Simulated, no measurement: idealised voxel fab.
Process module under the name voxel transistor to metal
The cross-section shown here is cut; it is 160 nm wide and divided into square cells measuring 5 nm on a side.
We lay out every cross-section as a grid of square cells and spell it out in bands from the top down, where one band means one or more rows of cells.
Each band's line starts with the height of the band's top and of its bottom, in nm. Then come its materials from left to right, each with its width in nm. One material with "edge to edge" fills the band from edge to edge. "empty" is empty space.
A quick word on heights: they are counted from 0, and under that level the wafer as it came to us is one material throughout. The lowest band is different from the rest in having no bottom; it simply continues downward, written as in "0 -> down".
The notation "30 to 40" denotes a width that varies across the rows of cells in the band, beginning at the first number in the top row, finishing at the second number in the bottom row, and changing by an identical amount from each row to the next.
Where a step carries "nothing was modified", the cross-section came out of it unchanged, cell for cell.
For the entry "Encapsulated voids", the listed items are empty spaces with no open way to the top whose size is 8 cells or more; each item follows the pattern width x height at distance, where distance is from the left edge and all three are in nm.
It should be noted that, on the line of a given step, the content following the step's settings is a remark produced by the simulator itself with respect to that step.
Steps that use a mask can have "overlay nm" on their line. It says how far the mask sat to the right of where it was meant to be. Negative means to the left.
# plan
1 RECEIVE: material Si
2 OXIDIZE: depth nm 5
3 CONFORMAL_DEP: material SiN, thk nm 10
4 MASKED_ETCH: tone cover, mask id ACTIVE, width nm 100, etch materials SiN, depth nm 10, overlay nm 0
5 MASKED_ETCH: tone cover, mask id ACTIVE, width nm 100, etch materials SiO2, depth nm 5, overlay nm 0
6 MASKED_ETCH: tone cover, mask id ACTIVE, width nm 100, etch materials Si, depth nm 25, overlay nm 0
7 OXIDIZE: depth nm 5
8 FILL_DEP: material SiO2, thk nm 15
9 CMP: height nm 10
10 SELECTIVE_ETCH: etch materials SiO2, depth nm 5
11 STRIP: etch materials SiN
12 SELECTIVE_ETCH: etch materials SiO2, depth nm 5
13 OXIDIZE: depth nm 5
14 DIRECTIONAL_DEP: material polySi, thk nm 30
15 DIRECTIONAL_DEP: material SiCN, thk nm 10
16 MASKED_ETCH: tone cover, mask id GATE, width nm 20, etch materials SiCN, depth nm 20, overlay nm 0
17 MASKED_ETCH: tone cover, mask id GATE, width nm 15, etch materials polySi, depth nm 40, overlay nm 0
18 CONFORMAL_DEP: material SiN, thk nm 5
19 DIRECTIONAL_ETCH: etch materials SiN, depth nm 5
20 DIRECTIONAL_ETCH: etch materials SiO2, depth nm 5
21 EPI: material pSi, thk nm 5
22 FILL_DEP: material SiO2, thk nm 10
23 CMP: height nm 35
24 DIRECTIONAL_DEP: material SiO2, thk nm 15
25 MASKED_ETCH: tone open, mask id CONTACT, width nm 15, pitch nm 75, etch materials SiO2, depth nm 55, overlay nm 0
26 CONFORMAL_DEP: material TiN, thk nm 5
27 FILL_DEP: material Ru, thk nm 5
28 CMP: height nm 50
29 CONFORMAL_DEP: material SiCN, thk nm 5
30 DIRECTIONAL_DEP: material SiO2, thk nm 25
31 PATTERN: tone open, mask id METAL_1, material resist, width nm 15, pitch nm 75, thk nm 15, overlay nm 0
32 DIRECTIONAL_ETCH: etch materials SiO2, depth nm 25
33 DIRECTIONAL_ETCH: etch materials SiCN, depth nm 5
34 STRIP: etch materials resist
35 CONFORMAL_DEP: material TiN, thk nm 5
36 FILL_DEP: material Ru, thk nm 5
37 CMP: height nm 80
38 EPI: material Ru, thk nm 5
39 FILL_DEP: material SiCN, thk nm 5
Split variable: width nm, step 17. Plan value = first wafer. Wafers start alike.
# Cross-section of the first incoming wafer of several, state after step 1
	0 -> down = Si edge to edge
	Encapsulated voids: none
# Once step 39, the last step, is complete, the module is at its end; this is the cross-section of the first of several wafers
	90 -> 85 = SiCN edge to edge
	85 -> 80 = 30 of SiCN; 25 of Ru; 50 of SiCN; 25 of Ru; 30 of SiCN
	80 -> 55 = 35 of SiO2; 5 of TiN; 5 of Ru; 5 of TiN; 60 of SiO2; 5 of TiN; 5 of Ru; 5 of TiN; 35 of SiO2
	55 -> 50 = 35 of SiCN; 15 of TiN; 60 of SiCN; 15 of TiN; 35 of SiCN
	50 -> 35 = 35 of SiO2; 5 of TiN; 5 of Ru; 5 of TiN; 60 of SiO2; 5 of TiN; 5 of Ru; 5 of TiN; 35 of SiO2
	35 -> 25 = 35 of SiO2; 5 of TiN; 5 of Ru; 5 of TiN; 15 of SiO2; 5 of SiN; 20 of SiCN; 5 of SiN; 15 of SiO2; 5 of TiN; 5 of Ru; 5 of TiN; 35 of SiO2
	25 -> 0 = 35 of SiO2; 5 of TiN; 5 of Ru; 5 of TiN; 15 of SiO2; 5 of SiN; 20 of polySi; 5 of SiN; 15 of SiO2; 5 of TiN; 5 of Ru; 5 of TiN; 35 of SiO2
	0 -> -5 = 25 of SiO2; 5 of SiN; 5 of SiO2; 15 of TiN; 15 of SiO2; 5 of SiN; 20 of polySi; 5 of SiN; 15 of SiO2; 15 of TiN; 5 of SiO2; 5 of SiN; 25 of SiO2
	-5 -> -10 = 30 of SiO2; 35 of pSi; 30 of SiO2; 35 of pSi; 30 of SiO2
	-10 -> -35 = 35 of SiO2; 90 of Si; 35 of SiO2
	-35 -> down = Si edge to edge
	Encapsulated voids: none
# X-section, last wafer, module end
	90 -> 85 = SiCN edge to edge
	85 -> 80 = 30 of SiCN; 25 of Ru; 50 of SiCN; 25 of Ru; 30 of SiCN
	80 -> 55 = 35 of SiO2; 5 of TiN; 5 of Ru; 5 of TiN; 60 of SiO2; 5 of TiN; 5 of Ru; 5 of TiN; 35 of SiO2
	55 -> 50 = 35 of SiCN; 15 of TiN; 60 of SiCN; 15 of TiN; 35 of SiCN
	50 -> 35 = 35 of SiO2; 5 of TiN; 5 of Ru; 5 of TiN; 60 of SiO2; 5 of TiN; 5 of Ru; 5 of TiN; 35 of SiO2
	35 -> 25 = 35 of SiO2; 5 of TiN; 5 of Ru; 5 of TiN; 15 of SiO2; 5 of SiN; 20 of SiCN; 5 of SiN; 15 of SiO2; 5 of TiN; 5 of Ru; 5 of TiN; 35 of SiO2
	25 -> 0 = 35 of SiO2; 5 of TiN; 5 of Ru; 5 of TiN; 10 of SiO2; 5 of SiN; 30 of polySi; 5 of SiN; 10 of SiO2; 5 of TiN; 5 of Ru; 5 of TiN; 35 of SiO2
	0 -> -5 = 25 of SiO2; 5 of SiN; 5 of SiO2; 15 of TiN; 10 of SiO2; 5 of SiN; 30 of polySi; 5 of SiN; 10 of SiO2; 15 of TiN; 5 of SiO2; 5 of SiN; 25 of SiO2
	-5 -> -10 = 30 of SiO2; 30 of pSi; 40 of SiO2; 30 of pSi; 30 of SiO2
	-10 -> -35 = 35 of SiO2; 90 of Si; 35 of SiO2
	-35 -> down = Si edge to edge
	Encapsulated voids: none
# Quick key for the table: a row per wafer, taken at the end of the module. For each material it tells you how many cells the wafer gained (+) or lost (-) since it came in, and the closed voids come after
width nm 15 | +40 Ru | -134 Si | +88 SiCN | +18 SiN | +454 SiO2 | +72 TiN | +14 pSi | +24 polySi | Encapsulated voids: none
width nm 20 | +40 Ru | -134 Si | +88 SiCN | +18 SiN | +454 SiO2 | +72 TiN | +14 pSi | +24 polySi | Encapsulated voids: none
width nm 25 | +40 Ru | -134 Si | +88 SiCN | +18 SiN | +449 SiO2 | +72 TiN | +13 pSi | +30 polySi | Encapsulated voids: none
width nm 30 | +40 Ru | -134 Si | +88 SiCN | +18 SiN | +444 SiO2 | +72 TiN | +12 pSi | +36 polySi | Encapsulated voids: none
